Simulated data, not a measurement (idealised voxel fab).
Process module in this document: voxel double patterning
Square cell edge 5 nm, section width 200 nm, ID cut.
Cross-section, as written here: a square-cell grid given band by band from the top down, where a band holds one or more rows of cells. The entry gives the band's vertical extent as a top height and a bottom height in nm, then its horizontal make-up as materials from left to right, each with a width in nm. "blank" stands for empty space; a single material marked "everywhere" fills the band edge to edge. All heights in this document are referenced to 0, defined as the level beneath which the wafer, as received, consists entirely of one material. The lowest band is not bounded below; it extends indefinitely downward and is written in the form "0..down". Quick explanation for "30 to 40": the width changes in equal steps down the rows of cells, from the first number in the band's top row to the second number in its bottom row. Where a step carries "no change occurred", the cross-section came out of it unchanged, cell for cell. Basically, "Closed internal voids" tells you about the enclosed voids: empty spaces with no open way to the top, 8 cells or bigger, each written width x height at distance, where distance is from the left edge, all in nm. Read whatever lies past the settings on a step's line as the simulator's own remark about the step. overlay nm: mask offset rightward from planned place, masked step; negative means leftward offset.
The process steps that were planned are listed below:
1: RECEIVE | material Si
2: CONFORMAL_DEP | material SiN | thk nm 5
3: DIRECTIONAL_DEP | material SiO2 | thk nm 20
4: DIRECTIONAL_DEP | material SiCN | thk nm 10
5: DIRECTIONAL_DEP | material aC | thk nm 10
6: PATTERN | tone open | mask id FIRST | material resist | width nm 15 | pitch nm 50 | thk nm 30 | overlay nm 0
7: DIRECTIONAL_ETCH | etch materials aC | depth nm 10
8: STRIP | etch materials resist
9: DIRECTIONAL_ETCH | etch materials SiCN | depth nm 10
10: STRIP | etch materials aC
11: MASKED_ETCH | tone open | mask id SECOND | width nm 15 | etch materials SiCN | depth nm 10 | overlay nm 0
12: DIRECTIONAL_ETCH | etch materials SiO2 | depth nm 20
13: STRIP | etch materials SiCN
Incoming wafer in cross-section (state: after step 1):
* 0..down = Si everywhere
* Closed internal voids: none
Looking at the first of two wafers in cross-section at end of module - ran to plan:
* 25..5 = SiO2 (65), blank (15), SiO2 (10), blank (15), SiO2 (10), blank (15), SiO2 (70)
* 5..0 = SiN everywhere
* 0..down = Si everywhere
* Closed internal voids: none
Second wafer through the module, sectioned at the end: same beginning and same plan as the first wafer, with one mistake in carrying it out:
* 25..5 = SiO2 (65), blank (15), SiO2 (10), blank (20), SiO2 (5), blank (15), SiO2 (70)
* 5..0 = SiN everywhere
* 0..down = Si everywhere
* Closed internal voids: none
Against the plan, the run slipped here: step 11 ran differently from the plan; actual operation with settings: MASKED_ETCH | tone open | mask id SECOND | width nm 20 | etch materials SiCN | depth nm 10 | overlay nm 0
End check, counted in cells, second wafer has more or fewer of these materials than the first: 4 fewer of SiO2
